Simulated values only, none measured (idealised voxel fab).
The process module that follows is named voxel wiring stack.
Cross-sectional view cut (width: 235 nm; square cell size: 5 nm).
Cross-sections here: square-cell grids, written as top-down lists of bands, a band being one or more rows of cells. Basically the band line says how high the top is and how high the bottom is, in nm, and then what's in it from left to right, every material with its width in nm. Empty space shows up as "air", and if a single material carries "all across" it runs the full band edge to edge. Height reference: 0 = level under which incoming wafer is all one material. Lowest band: no bottom, runs on downward, e.g. "0 and below". Quick explanation for "30 to 40": the width changes in equal steps down the rows of cells, from the first number in the band's top row to the second number in its bottom row. Any step labelled "all unchanged" changed none of the cells in the cross-section. "Closed void listing": empty spaces of 8 cells or more with no open way to the top, each given as width x height at distance, distance from the left edge, all in nm. On a step's line, text after the settings is the simulator commenting on that step. What "overlay nm" on a step's line means: if the step has a mask, that mask lay this far to the right of its planned place, or, when the value is negative, to the left. Pairs from here to the end. Each: cross-section before one process step, cross-section after it, the latter only as far down as the lowest band that changed. Under each: the step between, and its settings. Mind that the pairs may be taken from different runs of this module on the same starting wafer; whether a pair continues from the pair above depends on its entry headed "Geometry before processing", and it does only where that entry says so.
## Geometry before processing
* 95 down to 75 = resist 55, then air 15, then resist 30, then air 15, then resist 30, then air 15, then resist 75
* 75 down to 60 = aC 55, then air 15, then aC 30, then air 15, then aC 30, then air 15, then aC 75
* 60 down to 55 = SiCN all across
* 55 down to 35 = SiO2 all across
* 35 down to 15 = lowk 55, then W 30, then lowk 15, then W 30, then lowk 15, then W 30, then lowk 60
* 15 down to 10 = lowk 55, then TiN 30, then lowk 15, then TiN 30, then lowk 15, then TiN 30, then lowk 60
* 10 down to 0 = SiO2 all across
* 0 and below = Si all across
* Closed void listing: none
## Step Result
* 75 down to 60 = aC 55, then air 15, then aC 30, then air 15, then aC 30, then air 15, then aC 75
* Everything under 60 stays put, no change at all.
* Closed void listing: none
What step was run between the cross-section before it and the cross-section after it, both above? op STRIP | etch materials resist
Geometry before processing: nothing new to draw here, it's the after view of the pair just above.
## Step Result
* 75 down to 60 = aC 55, then air 15, then aC 30, then air 15, then aC 30, then air 15, then aC 75
* 60 down to 55 = SiCN 55, then air 15, then SiCN 30, then air 15, then SiCN 30, then air 15, then SiCN 75
* Everything under 55 stays put, no change at all.
* Closed void listing: none
What step was run between the cross-section before it and the cross-section after it, both above? op DIRECTIONAL_ETCH | etch materials SiCN | depth nm 5
Geometry before processing: nothing new to draw here, it's the after view of the pair just above.
## Step Result
* 60 down to 55 = SiCN 55, then air 15, then SiCN 30, then air 15, then SiCN 30, then air 15, then SiCN 75
* Everything under 55 stays put, no change at all.
* Closed void listing: none
What step was run between the cross-section before it and the cross-section after it, both above? op STRIP | etch materials aC
Geometry before processing: nothing new to draw here, it's the after view of the pair just above.
## Step Result
* 65 down to 60 = TiN 60, then air 5, then TiN 40, then air 5, then TiN 40, then air 5, then TiN 80
* 60 down to 55 = SiCN 55, then TiN 15, then SiCN 30, then TiN 15, then SiCN 30, then TiN 15, then SiCN 75
* Everything under 55 stays put, no change at all.
* Closed void listing: none
What step was run between the cross-section before it and the cross-section after it, both above? op CONFORMAL_DEP | material TiN | thk nm 5
Geometry before processing: nothing new to draw here, it's the after view of the pair just above.
## Step Result
* 75 down to 65 = W all across
* 65 down to 60 = TiN 60, then W 5, then TiN 40, then W 5, then TiN 40, then W 5, then TiN 80
* Everything under 60 stays put, no change at all.
* Closed void listing: none
What step was run between the cross-section before it and the cross-section after it, both above? op FILL_DEP | material W | thk nm 10
Geometry before processing: nothing new to draw here, it's the after view of the pair just above.
## Step Result
* 60 down to 55 = SiCN 55, then TiN 15, then SiCN 30, then TiN 15, then SiCN 30, then TiN 15, then SiCN 75
* Everything under 55 stays put, no change at all.
* Closed void listing: none
What step was run between the cross-section before it and the cross-section after it, both above? op CMP | height nm 60
Geometry before processing: nothing new to draw here, it's the after view of the pair just above.
## Step Result
* 65 down to 60 = SiCN all across
* Everything under 60 stays put, no change at all.
* Closed void listing: none
What step was run between the cross-section before it and the cross-section after it, both above? op CONFORMAL_DEP | material SiCN | thk nm 5
Geometry before processing: nothing new to draw here, it's the after view of the pair just above.
## Step Result
* 85 down to 65 = lowk all across
* Everything under 65 stays put, no change at all.
* Closed void listing: none
What step was run between the cross-section before it and the cross-section after it, both above? op DIRECTIONAL_DEP | material lowk | thk nm 20
Geometry before processing: nothing new to draw here, it's the after view of the pair just above.
## Step Result
* 100 down to 85 = resist 55, then air 30, then resist 15, then air 30, then resist 15, then air 30, then resist 60
* Everything under 85 stays put, no change at all.
* Closed void listing: none
What step was run between the cross-section before it and the cross-section after it, both above? op PATTERN | tone open | mask id METAL_2 | material resist | width nm 30 | pitch nm 45 | thk nm 15 | overlay nm 0
Geometry before processing: nothing new to draw here, it's the after view of the pair just above.
## Step Result
* 100 down to 85 = resist 55, then air 30, then resist 15, then air 30, then resist 15, then air 30, then resist 60
* 85 down to 65 = lowk 55, then air 30, then lowk 15, then air 30, then lowk 15, then air 30, then lowk 60
* Everything under 65 stays put, no change at all.
* Closed void listing: none
What step was run between the cross-section before it and the cross-section after it, both above? op DIRECTIONAL_ETCH | etch materials lowk | depth nm 20
Geometry before processing: nothing new to draw here, it's the after view of the pair just above.
## Step Result
* 100 down to 85 = resist 55, then air 30, then resist 15, then air 30, then resist 15, then air 30, then resist 60
* 85 down to 65 = lowk 55, then air 30, then lowk 15, then air 30, then lowk 15, then air 30, then lowk 60
* 65 down to 60 = SiCN 55, then air 30, then SiCN 15, then air 30, then SiCN 15, then air 30, then SiCN 60
* Everything under 60 stays put, no change at all.
* Closed void listing: none
What step was run between the cross-section before it and the cross-section after it, both above? op DIRECTIONAL_ETCH | etch materials SiCN | depth nm 5
Geometry before processing: nothing new to draw here, it's the after view of the pair just above.
## Step Result
* 85 down to 65 = lowk 55, then air 30, then lowk 15, then air 30, then lowk 15, then air 30, then lowk 60
* Everything under 65 stays put, no change at all.
* Closed void listing: none
What step was run between the cross-section before it and the cross-section after it, both above? op STRIP | etch materials resist
Geometry before processing: nothing new to draw here, it's the after view of the pair just above.
## Step Result
* 90 down to 85 = TiN 60, then air 20, then TiN 25, then air 20, then TiN 25, then air 20, then TiN 65
* 85 down to 65 = lowk 55, then TiN 5, then air 20, then TiN 5, then lowk 15, then TiN 5, then air 20, then TiN 5, then lowk 15, then TiN 5, then air 20, then TiN 5, then lowk 60
* 65 down to 55 = SiCN 55, then TiN 30 to 15, then SiCN 15 to 30, then TiN 30 to 15, then SiCN 15 to 30, then TiN 30 to 15, then SiCN 60 to 75
* Everything under 55 stays put, no change at all.
* Closed void listing: none
What step was run between the cross-section before it and the cross-section after it, both above? op CONFORMAL_DEP | material TiN | thk nm 5
Geometry before processing: nothing new to draw here, it's the after view of the pair just above.
## Step Result
* 95 down to 90 = Cu all across
* 90 down to 85 = TiN 60, then Cu 20, then TiN 25, then Cu 20, then TiN 25, then Cu 20, then TiN 65
* 85 down to 65 = lowk 55, then TiN 5, then Cu 20, then TiN 5, then lowk 15, then TiN 5, then Cu 20, then TiN 5, then lowk 15, then TiN 5, then Cu 20, then TiN 5, then lowk 60
* Everything under 65 stays put, no change at all.
* Closed void listing: none
What step was run between the cross-section before it and the cross-section after it, both above? op FILL_DEP | material Cu | thk nm 5
Geometry before processing: nothing new to draw here, it's the after view of the pair just above.
## Step Result
* 85 down to 65 = lowk 55, then TiN 5, then Cu 20, then TiN 5, then lowk 15, then TiN 5, then Cu 20, then TiN 5, then lowk 15, then TiN 5, then Cu 20, then TiN 5, then lowk 60
* Everything under 65 stays put, no change at all.
* Closed void listing: none
What step was run between the cross-section before it and the cross-section after it, both above? op CMP | height nm 85
Geometry before processing: nothing new to draw here, it's the after view of the pair just above.
## Step Result
* 90 down to 85 = SiCN all across
* Everything under 85 stays put, no change at all.
* Closed void listing: none
What step was run between the cross-section before it and the cross-section after it, both above? op CONFORMAL_DEP | material SiCN | thk nm 5
Geometry before processing: nothing new to draw here, it's the after view of the pair just above.
## Step Result
* 120 down to 90 = SiO2 all across
* Everything under 90 stays put, no change at all.
* Closed void listing: none
What step was run between the cross-section before it and the cross-section after it, both above? op DIRECTIONAL_DEP | material SiO2 | thk nm 30
Geometry before processing: nothing new to draw here, it's the after view of the pair just above.
## Step Result
* 135 down to 120 = resist 55, then air 30, then resist 15, then air 30, then resist 15, then air 30, then resist 60
* Everything under 120 stays put, no change at all.
* Closed void listing: none
What step was run between the cross-section before it and the cross-section after it, both above? op PATTERN | tone open | mask id METAL_3 | material resist | width nm 30 | pitch nm 45 | thk nm 15 | overlay nm 0
Geometry before processing: nothing new to draw here, it's the after view of the pair just above.
## Step Result
* 135 down to 120 = resist 55, then air 30, then resist 15, then air 30, then resist 15, then air 30, then resist 60
* 120 down to 100 = SiO2 55, then air 30, then SiO2 15, then air 30, then SiO2 15, then air 30, then SiO2 60
* Everything under 100 stays put, no change at all.
* Closed void listing: none
What step was run between the cross-section before it and the cross-section after it, both above? op DIRECTIONAL_ETCH | etch materials SiO2 | depth nm 20
Geometry before processing: nothing new to draw here, it's the after view of the pair just above.
## Step Result
* 120 down to 100 = SiO2 55, then air 30, then SiO2 15, then air 30, then SiO2 15, then air 30, then SiO2 60
* Everything under 100 stays put, no change at all.
* Closed void listing: none
What step was run between the cross-section before it and the cross-section after it, both above? op STRIP | etch materials resist
Geometry before processing: nothing new to draw here, it's the after view of the pair just above.
## Step Result
* 140 down to 120 = resist 55, then air 15, then resist 75, then air 15, then resist 75
* 120 down to 100 = SiO2 55, then air 15, then resist 15, then SiO2 15, then resist 30, then SiO2 15, then air 15, then resist 15, then SiO2 60
* Everything under 100 stays put, no change at all.
* Closed void listing: none
What step was run between the cross-section before it and the cross-section after it, both above? op PATTERN | tone open | mask id METAL_3_HOLES | material resist | width nm 15 | pitch nm 90 | thk nm 20 | overlay nm 0
Geometry before processing: nothing new to draw here, it's the after view of the pair just above.
## Step Result
* 140 down to 120 = resist 55, then air 15, then resist 75, then air 15, then resist 75
* 120 down to 100 = SiO2 55, then air 15, then resist 15, then SiO2 15, then resist 30, then SiO2 15, then air 15, then resist 15, then SiO2 60
* 100 down to 90 = SiO2 55, then air 15, then SiO2 75, then air 15, then SiO2 75
* Everything under 90 stays put, no change at all.
* Closed void listing: none
What step was run between the cross-section before it and the cross-section after it, both above? op DIRECTIONAL_ETCH | etch materials SiO2 | depth nm 10
Geometry before processing: nothing new to draw here, it's the after view of the pair just above.
## Step Result
* 140 down to 120 = resist 55, then air 15, then resist 75, then air 15, then resist 75
* 120 down to 100 = SiO2 55, then air 15, then resist 15, then SiO2 15, then resist 30, then SiO2 15, then air 15, then resist 15, then SiO2 60
* 100 down to 90 = SiO2 55, then air 15, then SiO2 75, then air 15, then SiO2 75
* 90 down to 85 = SiCN 55, then air 15, then SiCN 75, then air 15, then SiCN 75
* Everything under 85 stays put, no change at all.
* Closed void listing: none
What step was run between the cross-section before it and the cross-section after it, both above? op DIRECTIONAL_ETCH | etch materials SiCN | depth nm 5
Geometry before processing: nothing new to draw here, it's the after view of the pair just above.
## Step Result
* 120 down to 100 = SiO2 55, then air 30, then SiO2 15, then air 30, then SiO2 15, then air 30, then SiO2 60
* Everything under 100 stays put, no change at all.
* Closed void listing: none
What step was run between the cross-section before it and the cross-section after it, both above? op STRIP | etch materials resist
Geometry before processing: nothing new to draw here, it's the after view of the pair just above.
## Step Result
* 125 down to 120 = TiN 60, then air 20, then TiN 25, then air 20, then TiN 25, then air 20, then TiN 65
* 120 down to 105 = SiO2 55, then TiN 5, then air 20, then TiN 5, then SiO2 15, then TiN 5, then air 20, then TiN 5, then SiO2 15, then TiN 5, then air 20, then TiN 5, then SiO2 60
* 105 down to 100 = SiO2 55, then TiN 5, then air 5, then TiN 20, then SiO2 15, then TiN 30, then SiO2 15, then TiN 5, then air 5, then TiN 20, then SiO2 60
* 100 down to 90 = SiO2 55, then TiN 5, then air 5, then TiN 5, then SiO2 75, then TiN 5, then air 5, then TiN 5, then SiO2 75
* 90 down to 85 = SiCN 55, then TiN 15, then SiCN 75, then TiN 15, then SiCN 75
* Everything under 85 stays put, no change at all.
* Closed void listing: none
What step was run between the cross-section before it and the cross-section after it, both above? op CONFORMAL_DEP | material TiN | thk nm 5
Geometry before processing: nothing new to draw here, it's the after view of the pair just above.
## Step Result
* 130 down to 125 = Cu all across
* 125 down to 120 = TiN 60, then Cu 20, then TiN 25, then Cu 20, then TiN 25, then Cu 20, then TiN 65
* 120 down to 105 = SiO2 55, then TiN 5, then Cu 20, then TiN 5, then SiO2 15, then TiN 5, then Cu 20, then TiN 5, then SiO2 15, then TiN 5, then Cu 20, then TiN 5, then SiO2 60
* 105 down to 100 = SiO2 55, then TiN 5, then Cu 5, then TiN 20, then SiO2 15, then TiN 30, then SiO2 15, then TiN 5, then Cu 5, then TiN 20, then SiO2 60
* 100 down to 90 = SiO2 55, then TiN 5, then Cu 5, then TiN 5, then SiO2 75, then TiN 5, then Cu 5, then TiN 5, then SiO2 75
* Everything under 90 stays put, no change at all.
* Closed void listing: none
What step was run between the cross-section before it and the cross-section after it, both above? op FILL_DEP | material Cu | thk nm 5
Geometry before processing: nothing new to draw here, it's the after view of the pair just above.
## Step Result
* 120 down to 105 = SiO2 55, then TiN 5, then Cu 20, then TiN 5, then SiO2 15, then TiN 5, then Cu 20, then TiN 5, then SiO2 15, then TiN 5, then Cu 20, then TiN 5, then SiO2 60
* Everything under 105 stays put, no change at all.
* Closed void listing: none
What step was run between the cross-section before it and the cross-section after it, both above? op CMP | height nm 120
Geometry before processing: nothing new to draw here, it's the after view of the pair just above.
## Step Result
* 125 down to 120 = SiCN all across
* Everything under 120 stays put, no change at all.
* Closed void listing: none
What step was run between the cross-section before it and the cross-section after it, both above? op CONFORMAL_DEP | material SiCN | thk nm 5
Geometry before processing: nothing new to draw here, it's the after view of the pair just above.
## Step Result
* 155 down to 125 = lowk all across
* Everything under 125 stays put, no change at all.
* Closed void listing: none
What step was run between the cross-section before it and the cross-section after it, both above? op DIRECTIONAL_DEP | material lowk | thk nm 30
Geometry before processing: nothing new to draw here, it's the after view of the pair just above.
## Step Result
* 175 down to 155 = resist 55, then air 30, then resist 15, then air 30, then resist 15, then air 30, then resist 60
* Everything under 155 stays put, no change at all.
* Closed void listing: none
What step was run between the cross-section before it and the cross-section after it, both above? op PATTERN | tone open | mask id METAL_4 | material resist | width nm 30 | pitch nm 45 | thk nm 20 | overlay nm 0
Geometry before processing: nothing new to draw here, it's the after view of the pair just above.
## Step Result
* 175 down to 155 = resist 55, then air 30, then resist 15, then air 30, then resist 15, then air 30, then resist 60
* 155 down to 140 = lowk 55, then air 30, then lowk 15, then air 30, then lowk 15, then air 30, then lowk 60
* Everything under 140 stays put, no change at all.
* Closed void listing: none
What step was run between the cross-section before it and the cross-section after it, both above? op DIRECTIONAL_ETCH | etch materials lowk | depth nm 15
Geometry before processing: nothing new to draw here, it's the after view of the pair just above.
## Step Result
* 155 down to 140 = lowk 55, then air 30, then lowk 15, then air 30, then lowk 15, then air 30, then lowk 60
* Everything under 140 stays put, no change at all.
* Closed void listing: none
What step was run between the cross-section before it and the cross-section after it, both above? op STRIP | etch materials resist
Geometry before processing: nothing new to draw here, it's the after view of the pair just above.
## Step Result
* 155 down to 140 = lowk 55, then air 30, then lowk 15, then air 30, then lowk 15, then air 30, then lowk 60
* 140 down to 125 = lowk 55, then air 15, then lowk 30, then air 15, then lowk 30, then air 15, then lowk 75
* Everything under 125 stays put, no change at all.
* Closed void listing: none
What step was run between the cross-section before it and the cross-section after it, both above? op MASKED_ETCH | tone open | mask id METAL_4_HOLES | width nm 15 | pitch nm 45 | etch materials lowk | depth nm 15 | overlay nm 0
Geometry before processing: nothing new to draw here, it's the after view of the pair just above.
## Step Result
* 155 down to 140 = lowk 55, then air 30, then lowk 15, then air 30, then lowk 15, then air 30, then lowk 60
* 140 down to 125 = lowk 55, then air 15, then lowk 30, then air 15, then lowk 30, then air 15, then lowk 75
* 125 down to 120 = SiCN 55, then air 15, then SiCN 30, then air 15, then SiCN 30, then air 15, then SiCN 75
* Everything under 120 stays put, no change at all.
* Closed void listing: none
What step was run between the cross-section before it and the cross-section after it, both above? op MASKED_ETCH | tone open | mask id METAL_4_HOLES | width nm 15 | pitch nm 45 | etch materials SiCN | depth nm 5 | overlay nm 0
Geometry before processing: nothing new to draw here, it's the after view of the pair just above.
## Step Result
* 160 down to 155 = TiN 60, then air 20, then TiN 25, then air 20, then TiN 25, then air 20, then TiN 65
* 155 down to 145 = lowk 55, then TiN 5, then air 20, then TiN 5, then lowk 15, then TiN 5, then air 20, then TiN 5, then lowk 15, then TiN 5, then air 20, then TiN 5, then lowk 60
* 145 down to 140 = lowk 55, then TiN 5, then air 5, then TiN 20, then lowk 15, then TiN 5, then air 5, then TiN 20, then lowk 15, then TiN 5, then air 5, then TiN 20, then lowk 60
* 140 down to 125 = lowk 55, then TiN 5, then air 5, then TiN 5, then lowk 30, then TiN 5, then air 5, then TiN 5, then lowk 30, then TiN 5, then air 5, then TiN 5, then lowk 75
* 125 down to 120 = SiCN 55, then TiN 15, then SiCN 30, then TiN 15, then SiCN 30, then TiN 15, then SiCN 75
* Everything under 120 stays put, no change at all.
* Closed void listing: none
What step was run between the cross-section before it and the cross-section after it, both above? op CONFORMAL_DEP | material TiN | thk nm 5
Geometry before processing: nothing new to draw here, it's the after view of the pair just above.
## Step Result
* 170 down to 160 = Cu all across
* 160 down to 155 = TiN 60, then Cu 20, then TiN 25, then Cu 20, then TiN 25, then Cu 20, then TiN 65
* 155 down to 145 = lowk 55, then TiN 5, then Cu 20, then TiN 5, then lowk 15, then TiN 5, then Cu 20, then TiN 5, then lowk 15, then TiN 5, then Cu 20, then TiN 5, then lowk 60
* 145 down to 140 = lowk 55, then TiN 5, then Cu 5, then TiN 20, then lowk 15, then TiN 5, then Cu 5, then TiN 20, then lowk 15, then TiN 5, then Cu 5, then TiN 20, then lowk 60
* 140 down to 125 = lowk 55, then TiN 5, then Cu 5, then TiN 5, then lowk 30, then TiN 5, then Cu 5, then TiN 5, then lowk 30, then TiN 5, then Cu 5, then TiN 5, then lowk 75
* Everything under 125 stays put, no change at all.
* Closed void listing: none
What step was run between the cross-section before it and the cross-section after it, both above? op FILL_DEP | material Cu | thk nm 10
Geometry before processing: nothing new to draw here, it's the after view of the pair just above.
## Step Result
* 155 down to 145 = lowk 55, then TiN 5, then Cu 20, then TiN 5, then lowk 15, then TiN 5, then Cu 20, then TiN 5, then lowk 15, then TiN 5, then Cu 20, then TiN 5, then lowk 60
* Everything under 145 stays put, no change at all.
* Closed void listing: none
What step was run between the cross-section before it and the cross-section after it, both above? op CMP | height nm 155
Geometry before processing: nothing new to draw here, it's the after view of the pair just above.
## Step Result
* 160 down to 155 = SiN all across
* Everything under 155 stays put, no change at all.
* Closed void listing: none
What step was run between the cross-section before it and the cross-section after it, both above? op CONFORMAL_DEP | material SiN | thk nm 5
## Geometry before processing
* 75 down to 65 = W all across
* 65 down to 60 = TiN 60, then W 5, then TiN 40, then W 5, then TiN 40, then W 5, then TiN 80
* 60 down to 40 = SiO2 55, then TiN 5, then W 5, then TiN 5, then SiO2 30, then TiN 5, then W 5, then TiN 5, then SiO2 30, then TiN 5, then W 5, then TiN 5, then SiO2 75
* 40 down to 35 = SiCN 55, then TiN 15, then SiCN 30, then TiN 15, then SiCN 30, then TiN 15, then SiCN 75
* 35 down to 15 = lowk 55, then W 30, then lowk 15, then W 30, then lowk 15, then W 30, then lowk 60
* 15 down to 10 = lowk 55, then TiN 30, then lowk 15, then TiN 30, then lowk 15, then TiN 30, then lowk 60
* 10 down to 0 = SiO2 all across
* 0 and below = Si all across
* Closed void listing: none
## Step Result
* 50 down to 40 = SiO2 55, then TiN 5, then W 5, then TiN 5, then SiO2 30, then TiN 5, then W 5, then TiN 5, then SiO2 30, then TiN 5, then W 5, then TiN 5, then SiO2 75
* Everything under 40 stays put, no change at all.
* Closed void listing: none
What step was run between the cross-section before it and the cross-section after it, both above? op CMP | height nm 50
Geometry before processing: nothing new to draw here, it's the after view of the pair just above.
## Step Result
* 55 down to 50 = SiCN all across
* Everything under 50 stays put, no change at all.
* Closed void listing: none
What step was run between the cross-section before it and the cross-section after it, both above? op CONFORMAL_DEP | material SiCN | thk nm 5
Geometry before processing: nothing new to draw here, it's the after view of the pair just above.
## Step Result
* 75 down to 55 = lowk all across
* Everything under 55 stays put, no change at all.
* Closed void listing: none
What step was run between the cross-section before it and the cross-section after it, both above? op DIRECTIONAL_DEP | material lowk | thk nm 20
Geometry before processing: nothing new to draw here, it's the after view of the pair just above.
## Step Result
* 90 down to 75 = resist 55, then air 30, then resist 15, then air 30, then resist 15, then air 30, then resist 60
* Everything under 75 stays put, no change at all.
* Closed void listing: none
What step was run between the cross-section before it and the cross-section after it, both above? op PATTERN | tone open | mask id METAL_2 | material resist | width nm 30 | pitch nm 45 | thk nm 15 | overlay nm 0
Geometry before processing: nothing new to draw here, it's the after view of the pair just above.
## Step Result
* 90 down to 75 = resist 55, then air 30, then resist 15, then air 30, then resist 15, then air 30, then resist 60
* 75 down to 55 = lowk 55, then air 30, then lowk 15, then air 30, then lowk 15, then air 30, then lowk 60
* Everything under 55 stays put, no change at all.
* Closed void listing: none
What step was run between the cross-section before it and the cross-section after it, both above? op DIRECTIONAL_ETCH | etch materials lowk | depth nm 20
Geometry before processing: nothing new to draw here, it's the after view of the pair just above.
## Step Result
* 90 down to 75 = resist 55, then air 30, then resist 15, then air 30, then resist 15, then air 30, then resist 60
* 75 down to 55 = lowk 55, then air 30, then lowk 15, then air 30, then lowk 15, then air 30, then lowk 60
* 55 down to 50 = SiCN 55, then air 30, then SiCN 15, then air 30, then SiCN 15, then air 30, then SiCN 60
* Everything under 50 stays put, no change at all.
* Closed void listing: none
What step was run between the cross-section before it and the cross-section after it, both above? op DIRECTIONAL_ETCH | etch materials SiCN | depth nm 5
Geometry before processing: nothing new to draw here, it's the after view of the pair just above.
## Step Result
* 75 down to 55 = lowk 55, then air 30, then lowk 15, then air 30, then lowk 15, then air 30, then lowk 60
* Everything under 55 stays put, no change at all.
* Closed void listing: none
What step was run between the cross-section before it and the cross-section after it, both above? op STRIP | etch materials resist
Geometry before processing: nothing new to draw here, it's the after view of the pair just above.
## Step Result
* 80 down to 75 = TiN 60, then air 20, then TiN 25, then air 20, then TiN 25, then air 20, then TiN 65
* 75 down to 55 = lowk 55, then TiN 5, then air 20, then TiN 5, then lowk 15, then TiN 5, then air 20, then TiN 5, then lowk 15, then TiN 5, then air 20, then TiN 5, then lowk 60
* 55 down to 50 = SiCN 55, then TiN 30, then SiCN 15, then TiN 30, then SiCN 15, then TiN 30, then SiCN 60
* Everything under 50 stays put, no change at all.
* Closed void listing: none
What step was run between the cross-section before it and the cross-section after it, both above? op CONFORMAL_DEP | material TiN | thk nm 5
Geometry before processing: nothing new to draw here, it's the after view of the pair just above.
## Step Result
* 85 down to 80 = Cu all across
* 80 down to 75 = TiN 60, then Cu 20, then TiN 25, then Cu 20, then TiN 25, then Cu 20, then TiN 65
* 75 down to 55 = lowk 55, then TiN 5, then Cu 20, then TiN 5, then lowk 15, then TiN 5, then Cu 20, then TiN 5, then lowk 15, then TiN 5, then Cu 20, then TiN 5, then lowk 60
* Everything under 55 stays put, no change at all.
* Closed void listing: none
What step was run between the cross-section before it and the cross-section after it, both above? op FILL_DEP | material Cu | thk nm 5
Geometry before processing: nothing new to draw here, it's the after view of the pair just above.
## Step Result
* 90 down to 85 = SiCN all across
* Everything under 85 stays put, no change at all.
* Closed void listing: none
What step was run between the cross-section before it and the cross-section after it, both above? op CONFORMAL_DEP | material SiCN | thk nm 5
Geometry before processing: nothing new to draw here, it's the after view of the pair just above.
## Step Result
* 120 down to 90 = SiO2 all across
* Everything under 90 stays put, no change at all.
* Closed void listing: none
What step was run between the cross-section before it and the cross-section after it, both above? op DIRECTIONAL_DEP | material SiO2 | thk nm 30
Geometry before processing: nothing new to draw here, it's the after view of the pair just above.
## Step Result
* 135 down to 120 = resist 55, then air 30, then resist 15, then air 30, then resist 15, then air 30, then resist 60
* Everything under 120 stays put, no change at all.
* Closed void listing: none
What step was run between the cross-section before it and the cross-section after it, both above? op PATTERN | tone open | mask id METAL_3 | material resist | width nm 30 | pitch nm 45 | thk nm 15 | overlay nm 0
Geometry before processing: nothing new to draw here, it's the after view of the pair just above.
## Step Result
* 135 down to 120 = resist 55, then air 30, then resist 15, then air 30, then resist 15, then air 30, then resist 60
* 120 down to 100 = SiO2 55, then air 30, then SiO2 15, then air 30, then SiO2 15, then air 30, then SiO2 60
* Everything under 100 stays put, no change at all.
* Closed void listing: none
What step was run between the cross-section before it and the cross-section after it, both above? op DIRECTIONAL_ETCH | etch materials SiO2 | depth nm 20
Geometry before processing: nothing new to draw here, it's the after view of the pair just above.
## Step Result
* 120 down to 100 = SiO2 55, then air 30, then SiO2 15, then air 30, then SiO2 15, then air 30, then SiO2 60
* Everything under 100 stays put, no change at all.
* Closed void listing: none
What step was run between the cross-section before it and the cross-section after it, both above? op STRIP | etch materials resist
Geometry before processing: nothing new to draw here, it's the after view of the pair just above.
## Step Result
* 140 down to 120 = resist 55, then air 15, then resist 75, then air 15, then resist 75
* 120 down to 100 = SiO2 55, then air 15, then resist 15, then SiO2 15, then resist 30, then SiO2 15, then air 15, then resist 15, then SiO2 60
* Everything under 100 stays put, no change at all.
* Closed void listing: none
What step was run between the cross-section before it and the cross-section after it, both above? op PATTERN | tone open | mask id METAL_3_HOLES | material resist | width nm 15 | pitch nm 90 | thk nm 20 | overlay nm 0
Geometry before processing: nothing new to draw here, it's the after view of the pair just above.
## Step Result
* 140 down to 120 = resist 55, then air 15, then resist 75, then air 15, then resist 75
* 120 down to 100 = SiO2 55, then air 15, then resist 15, then SiO2 15, then resist 30, then SiO2 15, then air 15, then resist 15, then SiO2 60
* 100 down to 90 = SiO2 55, then air 15, then SiO2 75, then air 15, then SiO2 75
* Everything under 90 stays put, no change at all.
* Closed void listing: none
What step was run between the cross-section before it and the cross-section after it, both above? op DIRECTIONAL_ETCH | etch materials SiO2 | depth nm 10
Geometry before processing: nothing new to draw here, it's the after view of the pair just above.
## Step Result
* 140 down to 120 = resist 55, then air 15, then resist 75, then air 15, then resist 75
* 120 down to 100 = SiO2 55, then air 15, then resist 15, then SiO2 15, then resist 30, then SiO2 15, then air 15, then resist 15, then SiO2 60
* 100 down to 90 = SiO2 55, then air 15, then SiO2 75, then air 15, then SiO2 75
* 90 down to 85 = SiCN 55, then air 15, then SiCN 75, then air 15, then SiCN 75
* Everything under 85 stays put, no change at all.
* Closed void listing: none
What step was run between the cross-section before it and the cross-section after it, both above? op DIRECTIONAL_ETCH | etch materials SiCN | depth nm 5
Geometry before processing: nothing new to draw here, it's the after view of the pair just above.
## Step Result
* 120 down to 100 = SiO2 55, then air 30, then SiO2 15, then air 30, then SiO2 15, then air 30, then SiO2 60
* Everything under 100 stays put, no change at all.
* Closed void listing: none
What step was run between the cross-section before it and the cross-section after it, both above? op STRIP | etch materials resist
Geometry before processing: nothing new to draw here, it's the after view of the pair just above.
## Step Result
* 125 down to 120 = TiN 60, then air 20, then TiN 25, then air 20, then TiN 25, then air 20, then TiN 65
* 120 down to 105 = SiO2 55, then TiN 5, then air 20, then TiN 5, then SiO2 15, then TiN 5, then air 20, then TiN 5, then SiO2 15, then TiN 5, then air 20, then TiN 5, then SiO2 60
* 105 down to 100 = SiO2 55, then TiN 5, then air 5, then TiN 20, then SiO2 15, then TiN 30, then SiO2 15, then TiN 5, then air 5, then TiN 20, then SiO2 60
* 100 down to 90 = SiO2 55, then TiN 5, then air 5, then TiN 5, then SiO2 75, then TiN 5, then air 5, then TiN 5, then SiO2 75
* 90 down to 85 = SiCN 55, then TiN 15, then SiCN 75, then TiN 15, then SiCN 75
* Everything under 85 stays put, no change at all.
* Closed void listing: none
What step was run between the cross-section before it and the cross-section after it, both above? op CONFORMAL_DEP | material TiN | thk nm 5
Geometry before processing: nothing new to draw here, it's the after view of the pair just above.
## Step Result
* 130 down to 125 = Cu all across
* 125 down to 120 = TiN 60, then Cu 20, then TiN 25, then Cu 20, then TiN 25, then Cu 20, then TiN 65
* 120 down to 105 = SiO2 55, then TiN 5, then Cu 20, then TiN 5, then SiO2 15, then TiN 5, then Cu 20, then TiN 5, then SiO2 15, then TiN 5, then Cu 20, then TiN 5, then SiO2 60
* 105 down to 100 = SiO2 55, then TiN 5, then Cu 5, then TiN 20, then SiO2 15, then TiN 30, then SiO2 15, then TiN 5, then Cu 5, then TiN 20, then SiO2 60
* 100 down to 90 = SiO2 55, then TiN 5, then Cu 5, then TiN 5, then SiO2 75, then TiN 5, then Cu 5, then TiN 5, then SiO2 75
* Everything under 90 stays put, no change at all.
* Closed void listing: none
What step was run between the cross-section before it and the cross-section after it, both above? op FILL_DEP | material Cu | thk nm 5
Geometry before processing: nothing new to draw here, it's the after view of the pair just above.
## Step Result
* 120 down to 105 = SiO2 55, then TiN 5, then Cu 20, then TiN 5, then SiO2 15, then TiN 5, then Cu 20, then TiN 5, then SiO2 15, then TiN 5, then Cu 20, then TiN 5, then SiO2 60
* Everything under 105 stays put, no change at all.
* Closed void listing: none
What step was run between the cross-section before it and the cross-section after it, both above? op CMP | height nm 120
Geometry before processing: nothing new to draw here, it's the after view of the pair just above.
## Step Result
* 125 down to 120 = SiCN all across
* Everything under 120 stays put, no change at all.
* Closed void listing: none
What step was run between the cross-section before it and the cross-section after it, both above? op CONFORMAL_DEP | material SiCN | thk nm 5
Geometry before processing: nothing new to draw here, it's the after view of the pair just above.
## Step Result
* 155 down to 125 = lowk all across
* Everything under 125 stays put, no change at all.
* Closed void listing: none
What step was run between the cross-section before it and the cross-section after it, both above? op DIRECTIONAL_DEP | material lowk | thk nm 30
Geometry before processing: nothing new to draw here, it's the after view of the pair just above.
## Step Result
* 175 down to 155 = resist 55, then air 30, then resist 15, then air 30, then resist 15, then air 30, then resist 60
* Everything under 155 stays put, no change at all.
* Closed void listing: none
What step was run between the cross-section before it and the cross-section after it, both above? op PATTERN | tone open | mask id METAL_4 | material resist | width nm 30 | pitch nm 45 | thk nm 20 | overlay nm 0
